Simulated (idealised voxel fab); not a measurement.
The process module presented herein is designated voxel tone inversion.
Shown is cross-section cut, with a width of 300 nm and square cells of size 5 nm.
Heads up, the way a cross-section reads in here is a grid of square cells, handed over as bands from the top down, with every band being one or more rows of cells.
Top, bottom (nm), then materials left to right with widths (nm); lone material tagged "all across" fills the whole band edge to edge; "empty" = empty space.
Height is counted from the level 0, under which the received wafer is composed throughout of one material. The lowest of the bands is not closed at the bottom but continues downward, in the notation "z 0 and below".
The expression "30->40" gives the width at the extremes of the band, the first number at its top row of cells and the second at its bottom row, with the width changing by equal amounts from each row to the next in between.
"nothing was modified" (step): cross-section cells unchanged, all of them.
Look at "Sealed voids" for the closed voids: empty spaces with no open path to the top, sized 8 cells or up. Each is width x height at distance, distance from the left edge, all nm.
Heads up: the bit after the settings on a step's line is the simulator's remark on that step.
"overlay nm" denotes, for a step that has a mask, the displacement of the mask to the right of its planned place, with negative values corresponding to the left.

Steps planned for the process:
| 1 | RECEIVE (material Si) |
| 2 | CONFORMAL_DEP (material SiN; thk nm 5) |
| 3 | DIRECTIONAL_DEP (material aC; thk nm 20) |
| 4 | PATTERN (tone cover; mask id POSTS; material resist; width nm 15; pitch nm 45; thk nm 25; overlay nm 0) |
| 5 | DIRECTIONAL_ETCH (etch materials aC; depth nm 20) |
| 6 | STRIP (etch materials resist) |
| 7 | FILL_DEP (material SiO2; thk nm 10) |
| 8 | CMP (height nm 25) |
| 9 | STRIP (etch materials aC) |
Don't read the plan's width nm for step 4 as applying to every wafer: that's the first wafer's value, and the wafers differ in it, though they all start identical.

Cross-section of the first of several wafers as received (after step 1):
  z 0 and below | Si all across
  Sealed voids: none

End of module, by wafer: material-by-material cell gain (+) or loss (-) since receipt, then closed voids:
width nm 15 | +60 SiN | +192 SiO2 | Sealed voids: none
width nm 20 | +60 SiN | +176 SiO2 | Sealed voids: none
width nm 25 | +60 SiN | +160 SiO2 | Sealed voids: none
width nm 30 | +60 SiN | +144 SiO2 | Sealed voids: none
